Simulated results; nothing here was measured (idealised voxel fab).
Process module, titled voxel capacitor over wiring
Shown is cross-section cut, with a width of 165 nm and square cells of size 5 nm.
A cross-section is written here as square cells arranged in a grid, and it is given in bands from the top down, each band taking up one or more rows of cells. It is stipulated that each band's entry specify, in nanometres, the height of the top of the band and then that of its bottom, followed by the materials of the band in left-to-right sequence, each together with its width in nanometres. A single material marked by the word "full width" is understood to fill the band from edge to edge; the word "blank" is understood to denote empty space. Height 0 is the level under which the wafer as received is all one material. The lowest band goes on downwards, as in "0 and below". When a width is written as two numbers, as in "30 to 40", the first number is the width in the top row of cells of the band and the second is the width in its bottom row, and the width changes by the same amount from each row to the next. "identical to before", as given for a step, is the statement that not any cell of the cross-section underwent a change during that step. You'll see "Fully enclosed voids" listing empty spaces that have no way open to the top, as long as they're 8 cells or more; the notation is width x height at distance, where the distance is from the left edge, and all of it is in nm. Text after the settings on a step's line: the simulator's own remark on that step. Regarding "overlay nm": on a step with a mask, it is the distance the mask lay to the right of its planned place; a negative value places it to the left.
[The steps planned for the process are as follows]
| 1 | RECEIVE (material Si) |
| 2 | CONFORMAL_DEP (material SiO2; thk nm 10) |
| 3 | DIRECTIONAL_DEP (material TiN; thk nm 5) |
| 4 | DIRECTIONAL_DEP (material W; thk nm 15) |
| 5 | MASKED_ETCH (tone cover; mask id METAL_1; width nm 25; pitch nm 75; etch materials W; depth nm 15; overlay nm 0) |
| 6 | MASKED_ETCH (tone cover; mask id METAL_1; width nm 25; pitch nm 75; etch materials TiN; depth nm 5; overlay nm 0) |
| 7 | FILL_DEP (material lowk; thk nm 5) |
| 8 | CMP (height nm 30) |
| 9 | CONFORMAL_DEP (material SiCN; thk nm 5) |
| 10 | DIRECTIONAL_DEP (material lowk; thk nm 20) |
| 11 | PATTERN (tone open; mask id PLUG_1; material resist; width nm 15; thk nm 15; overlay nm 0) |
| 12 | DIRECTIONAL_ETCH (etch materials lowk; depth nm 20) |
| 13 | DIRECTIONAL_ETCH (etch materials SiCN; depth nm 5) |
| 14 | STRIP (etch materials resist) |
| 15 | EPI (material Ru; thk nm 10) |
| 16 | EPI (material Ru; thk nm 10) |
| 17 | EPI (material Ru; thk nm 5) |
| 18 | DIRECTIONAL_DEP (material TiN; thk nm 5) |
| 19 | DIRECTIONAL_DEP (material HfO2; thk nm 5) |
| 20 | DIRECTIONAL_DEP (material TiN; thk nm 5) |
| 21 | PATTERN (tone cover; mask id UPPER_PLATE; material resist; width nm 55; thk nm 15; overlay nm 0) |
| 22 | DIRECTIONAL_ETCH (etch materials TiN; depth nm 5) |
| 23 | DIRECTIONAL_ETCH (etch materials HfO2; depth nm 5) |
| 24 | STRIP (etch materials resist) |
| 25 | PATTERN (tone cover; mask id LOWER_PLATE; material resist; width nm 65; thk nm 15; overlay nm 0) |
| 26 | DIRECTIONAL_ETCH (etch materials TiN; depth nm 5) |
| 27 | STRIP (etch materials resist) |
| 28 | FILL_DEP (material SiO2; thk nm 15) |
| 29 | CMP (height nm 80) |
| 30 | PATTERN (tone open; mask id PLUG_2; material resist; width nm 15; thk nm 15; overlay nm 0) |
| 31 | DIRECTIONAL_ETCH (etch materials SiO2; depth nm 10) |
| 32 | STRIP (etch materials resist) |
| 33 | CONFORMAL_DEP (material TiN; thk nm 5) |
| 34 | FILL_DEP (material Ru; thk nm 5) |
| 35 | CMP (height nm 80) |
| 36 | CONFORMAL_DEP (material SiCN; thk nm 5) |
[Concerning the first of two wafers, which was run in accordance with the plan]
[This is the cross-section of the wafer as we received it, i.e. after step 1]
    0 and below = Si full width
    Fully enclosed voids: none
[Sectional view: wafer, after step 2]
    10 down to 0 = SiO2 full width
    Under the height 0 nothing was changed.
[Sectional view: wafer, after step 3]
    15 down to 10 = TiN full width
    Under the height 10 nothing was changed.
[Sectional view: wafer, after step 4]
    30 down to 15 = W full width
    Under the height 15 nothing was changed.
[Sectional view: wafer, after step 5]
    30 down to 15 = 30 nm blank, 25 nm W, 50 nm blank, 25 nm W, 35 nm blank
    Under the height 15 nothing was changed.
[Sectional view: wafer, after step 6]
    30 down to 15 = 30 nm blank, 25 nm W, 50 nm blank, 25 nm W, 35 nm blank
    15 down to 10 = 30 nm blank, 25 nm TiN, 50 nm blank, 25 nm TiN, 35 nm blank
    Under the height 10 nothing was changed.
[Sectional view: wafer, after step 7]
    35 down to 30 = lowk full width
    30 down to 15 = 30 nm lowk, 25 nm W, 50 nm lowk, 25 nm W, 35 nm lowk
    15 down to 10 = 30 nm lowk, 25 nm TiN, 50 nm lowk, 25 nm TiN, 35 nm lowk
    Under the height 10 nothing was changed.
[Sectional view: wafer, after step 8]
    30 down to 15 = 30 nm lowk, 25 nm W, 50 nm lowk, 25 nm W, 35 nm lowk
    Under the height 15 nothing was changed.
[Sectional view: wafer, after step 9]
    35 down to 30 = SiCN full width
    Under the height 30 nothing was changed.
[Sectional view: wafer, after step 10]
    55 down to 35 = lowk full width
    Under the height 35 nothing was changed.
[Sectional view: wafer, after step 11]
    70 down to 55 = 40 nm resist, 15 nm blank, 110 nm resist
    Under the height 55 nothing was changed.
[Sectional view: wafer, after step 12]
    70 down to 55 = 40 nm resist, 15 nm blank, 110 nm resist
    55 down to 35 = 40 nm lowk, 15 nm blank, 110 nm lowk
    Under the height 35 nothing was changed.
[Sectional view: wafer, after step 13]
    70 down to 55 = 40 nm resist, 15 nm blank, 110 nm resist
    55 down to 35 = 40 nm lowk, 15 nm blank, 110 nm lowk
    35 down to 30 = 40 nm SiCN, 15 nm blank, 110 nm SiCN
    Under the height 30 nothing was changed.
[Sectional view: wafer, after step 14]
    55 down to 35 = 40 nm lowk, 15 nm blank, 110 nm lowk
    Under the height 35 nothing was changed.
[Sectional view: wafer, after step 15]
    55 down to 40 = 40 nm lowk, 15 nm blank, 110 nm lowk
    40 down to 35 = 40 nm lowk, 15 nm Ru, 110 nm lowk
    35 down to 30 = 40 nm SiCN, 15 nm Ru, 110 nm SiCN
    Under the height 30 nothing was changed.
[Sectional view: wafer, after step 16]
    55 down to 50 = 40 nm lowk, 15 nm blank, 110 nm lowk
    50 down to 35 = 40 nm lowk, 15 nm Ru, 110 nm lowk
    Under the height 35 nothing was changed.
[Sectional view: wafer, after step 17]
    55 down to 35 = 40 nm lowk, 15 nm Ru, 110 nm lowk
    Under the height 35 nothing was changed.
[Sectional view: wafer, after step 18]
    60 down to 55 = TiN full width
    Under the height 55 nothing was changed.
[Sectional view: wafer, after step 19]
    65 down to 60 = HfO2 full width
    Under the height 60 nothing was changed.
[Sectional view: wafer, after step 20]
    70 down to 65 = TiN full width
    Under the height 65 nothing was changed.
[Sectional view: wafer, after step 21]
    85 down to 70 = 40 nm blank, 55 nm resist, 70 nm blank
    Under the height 70 nothing was changed.
[Sectional view: wafer, after step 22]
    85 down to 70 = 40 nm blank, 55 nm resist, 70 nm blank
    70 down to 65 = 40 nm blank, 55 nm TiN, 70 nm blank
    Under the height 65 nothing was changed.
[Sectional view: wafer, after step 23]
    85 down to 70 = 40 nm blank, 55 nm resist, 70 nm blank
    70 down to 65 = 40 nm blank, 55 nm TiN, 70 nm blank
    65 down to 60 = 40 nm blank, 55 nm HfO2, 70 nm blank
    Under the height 60 nothing was changed.
[Sectional view: wafer, after step 24]
    70 down to 65 = 40 nm blank, 55 nm TiN, 70 nm blank
    Under the height 65 nothing was changed.
[Sectional view: wafer, after step 25]
    85 down to 70 = 35 nm blank, 65 nm resist, 65 nm blank
    70 down to 65 = 35 nm blank, 5 nm resist, 55 nm TiN, 5 nm resist, 65 nm blank
    65 down to 60 = 35 nm blank, 5 nm resist, 55 nm HfO2, 5 nm resist, 65 nm blank
    Under the height 60 nothing was changed.
[Sectional view: wafer, after step 26]
    85 down to 70 = 35 nm blank, 65 nm resist, 65 nm blank
    70 down to 65 = 35 nm blank, 5 nm resist, 55 nm TiN, 5 nm resist, 65 nm blank
    65 down to 60 = 35 nm blank, 5 nm resist, 55 nm HfO2, 5 nm resist, 65 nm blank
    60 down to 55 = 35 nm blank, 65 nm TiN, 65 nm blank
    Under the height 55 nothing was changed.
[Sectional view: wafer, after step 27]
    70 down to 65 = 40 nm blank, 55 nm TiN, 70 nm blank
    65 down to 60 = 40 nm blank, 55 nm HfO2, 70 nm blank
    Under the height 60 nothing was changed.
[Sectional view: wafer, after step 28]
    85 down to 70 = SiO2 full width
    70 down to 65 = 40 nm SiO2, 55 nm TiN, 70 nm SiO2
    65 down to 60 = 40 nm SiO2, 55 nm HfO2, 70 nm SiO2
    60 down to 55 = 35 nm SiO2, 65 nm TiN, 65 nm SiO2
    Under the height 55 nothing was changed.
[Sectional view: wafer, after step 29]
    80 down to 70 = SiO2 full width
    Under the height 70 nothing was changed.
[Sectional view: wafer, after step 30]
    95 down to 80 = 50 nm resist, 15 nm blank, 100 nm resist
    Under the height 80 nothing was changed.
[Sectional view: wafer, after step 31]
    95 down to 80 = 50 nm resist, 15 nm blank, 100 nm resist
    80 down to 70 = 50 nm SiO2, 15 nm blank, 100 nm SiO2
    Under the height 70 nothing was changed.
[Sectional view: wafer, after step 32]
    80 down to 70 = 50 nm SiO2, 15 nm blank, 100 nm SiO2
    Under the height 70 nothing was changed.
[Sectional view: wafer, after step 33]
    85 down to 80 = 55 nm TiN, 5 nm blank, 105 nm TiN
    80 down to 75 = 50 nm SiO2, 5 nm TiN, 5 nm blank, 5 nm TiN, 100 nm SiO2
    75 down to 65 = 50 to 40 nm SiO2, 15 to 55 nm TiN, 100 to 70 nm SiO2
    Under the height 65 nothing was changed.
[Sectional view: wafer, after step 34]
    90 down to 85 = Ru full width
    85 down to 80 = 55 nm TiN, 5 nm Ru, 105 nm TiN
    80 down to 75 = 50 nm SiO2, 5 nm TiN, 5 nm Ru, 5 nm TiN, 100 nm SiO2
    Under the height 75 nothing was changed.
[Sectional view: wafer, after step 35]
    80 down to 75 = 50 nm SiO2, 5 nm TiN, 5 nm Ru, 5 nm TiN, 100 nm SiO2
    Under the height 75 nothing was changed.
[Sectional view: wafer, after step 36]
    85 down to 80 = SiCN full width
    Under the height 80 nothing was changed.
[Wafer two of two - same starting point, same process plan, one mistake in execution; matches wafer one up to and including step 8]
[Cross-section, second wafer, at the end time the plan gives for step 9]
    50 down to 30 = lowk full width
    Under the height 30 nothing was changed.
[Cross-section, second wafer, at the end time the plan gives for step 10]
    55 down to 50 = SiCN full width
    Under the height 50 nothing was changed.
[Cross-section, second wafer, at the end time the plan gives for step 11]
    70 down to 55 = 40 nm resist, 15 nm blank, 110 nm resist
    Under the height 55 nothing was changed.
Cross-section, second wafer, at the end time the plan gives for step 12: identical to before
[Cross-section, second wafer, at the end time the plan gives for step 13]
    70 down to 55 = 40 nm resist, 15 nm blank, 110 nm resist
    55 down to 50 = 40 nm SiCN, 15 nm blank, 110 nm SiCN
    Under the height 50 nothing was changed.
[Cross-section, second wafer, at the end time the plan gives for step 14]
    55 down to 50 = 40 nm SiCN, 15 nm blank, 110 nm SiCN
    Under the height 50 nothing was changed.
Cross-section, second wafer, at the end time the plan gives for step 15: identical to before
Cross-section, second wafer, at the end time the plan gives for step 16: identical to before
Cross-section, second wafer, at the end time the plan gives for step 17: identical to before
[Cross-section, second wafer, at the end time the plan gives for step 18]
    60 down to 55 = 40 nm TiN, 15 nm blank, 110 nm TiN
    55 down to 50 = 40 nm SiCN, 15 nm TiN, 110 nm SiCN
    Under the height 50 nothing was changed.
[Cross-section, second wafer, at the end time the plan gives for step 19]
    65 down to 60 = 40 nm HfO2, 15 nm blank, 110 nm HfO2
    60 down to 55 = 40 nm TiN, 15 nm HfO2, 110 nm TiN
    Under the height 55 nothing was changed.
[Cross-section, second wafer, at the end time the plan gives for step 20]
    70 down to 65 = 40 nm TiN, 15 nm blank, 110 nm TiN
    65 down to 60 = 40 nm HfO2, 15 nm TiN, 110 nm HfO2
    Under the height 60 nothing was changed.
[Cross-section, second wafer, at the end time the plan gives for step 21]
    85 down to 70 = 40 nm blank, 55 nm resist, 70 nm blank
    70 down to 65 = 40 nm TiN, 15 nm resist, 110 nm TiN
    Under the height 65 nothing was changed.
[Cross-section, second wafer, at the end time the plan gives for step 22]
    85 down to 70 = 40 nm blank, 55 nm resist, 70 nm blank
    70 down to 65 = 40 nm blank, 15 nm resist, 40 nm TiN, 70 nm blank
    Under the height 65 nothing was changed.
[Cross-section, second wafer, at the end time the plan gives for step 23]
    85 down to 70 = 40 nm blank, 55 nm resist, 70 nm blank
    70 down to 65 = 40 nm blank, 15 nm resist, 40 nm TiN, 70 nm blank
    65 down to 60 = 40 nm blank, 15 nm TiN, 40 nm HfO2, 70 nm blank
    Under the height 60 nothing was changed.
[Cross-section, second wafer, at the end time the plan gives for step 24]
    70 down to 65 = 55 nm blank, 40 nm TiN, 70 nm blank
    Under the height 65 nothing was changed.
[Cross-section, second wafer, at the end time the plan gives for step 25]
    85 down to 70 = 35 nm blank, 65 nm resist, 65 nm blank
    70 down to 65 = 35 nm blank, 20 nm resist, 40 nm TiN, 5 nm resist, 65 nm blank
    65 down to 60 = 35 nm blank, 5 nm resist, 15 nm TiN, 40 nm HfO2, 5 nm resist, 65 nm blank
    Under the height 60 nothing was changed.
[Cross-section, second wafer, at the end time the plan gives for step 26]
    85 down to 70 = 35 nm blank, 65 nm resist, 65 nm blank
    70 down to 65 = 35 nm blank, 20 nm resist, 40 nm TiN, 5 nm resist, 65 nm blank
    65 down to 60 = 35 nm blank, 5 nm resist, 15 nm TiN, 40 nm HfO2, 5 nm resist, 65 nm blank
    60 down to 55 = 35 nm blank, 5 nm TiN, 15 nm HfO2, 45 nm TiN, 65 nm blank
    Under the height 55 nothing was changed.
[Cross-section, second wafer, at the end time the plan gives for step 27]
    70 down to 65 = 55 nm blank, 40 nm TiN, 70 nm blank
    65 down to 60 = 40 nm blank, 15 nm TiN, 40 nm HfO2, 70 nm blank
    Under the height 60 nothing was changed.
[Cross-section, second wafer, at the end time the plan gives for step 28]
    85 down to 70 = SiO2 full width
    70 down to 65 = 55 nm SiO2, 40 nm TiN, 70 nm SiO2
    65 down to 60 = 40 nm SiO2, 15 nm TiN, 40 nm HfO2, 70 nm SiO2
    60 down to 55 = 35 nm SiO2, 5 nm TiN, 15 nm HfO2, 45 nm TiN, 65 nm SiO2
    Under the height 55 nothing was changed.
[Cross-section, second wafer, at the end time the plan gives for step 29]
    80 down to 70 = SiO2 full width
    Under the height 70 nothing was changed.
[Cross-section, second wafer, at the end time the plan gives for step 30]
    95 down to 80 = 50 nm resist, 15 nm blank, 100 nm resist
    Under the height 80 nothing was changed.
[Cross-section, second wafer, at the end time the plan gives for step 31]
    95 down to 80 = 50 nm resist, 15 nm blank, 100 nm resist
    80 down to 70 = 50 nm SiO2, 15 nm blank, 100 nm SiO2
    Under the height 70 nothing was changed.
[Cross-section, second wafer, at the end time the plan gives for step 32]
    80 down to 70 = 50 nm SiO2, 15 nm blank, 100 nm SiO2
    Under the height 70 nothing was changed.
[Cross-section, second wafer, at the end time the plan gives for step 33]
    85 down to 80 = 55 nm TiN, 5 nm blank, 105 nm TiN
    80 down to 75 = 50 nm SiO2, 5 nm TiN, 5 nm blank, 5 nm TiN, 100 nm SiO2
    75 down to 65 = 50 to 55 nm SiO2, 15 to 40 nm TiN, 100 to 70 nm SiO2
    Under the height 65 nothing was changed.
[Cross-section, second wafer, at the end time the plan gives for step 34]
    90 down to 85 = Ru full width
    85 down to 80 = 55 nm TiN, 5 nm Ru, 105 nm TiN
    80 down to 75 = 50 nm SiO2, 5 nm TiN, 5 nm Ru, 5 nm TiN, 100 nm SiO2
    Under the height 75 nothing was changed.
[Cross-section, second wafer, at the end time the plan gives for step 35]
    80 down to 75 = 50 nm SiO2, 5 nm TiN, 5 nm Ru, 5 nm TiN, 100 nm SiO2
    Under the height 75 nothing was changed.
[Cross-section, second wafer, at the end time the plan gives for step 36]
    85 down to 80 = SiCN full width
    Under the height 80 nothing was changed.
The mistake made against the process plan was this: steps 9 and 10 were swapped
Per the end-of-run cell counts, the second wafer holds more or fewer of some materials than the first: Ru: 15 fewer; SiO2: 3 more; lowk: 12 more
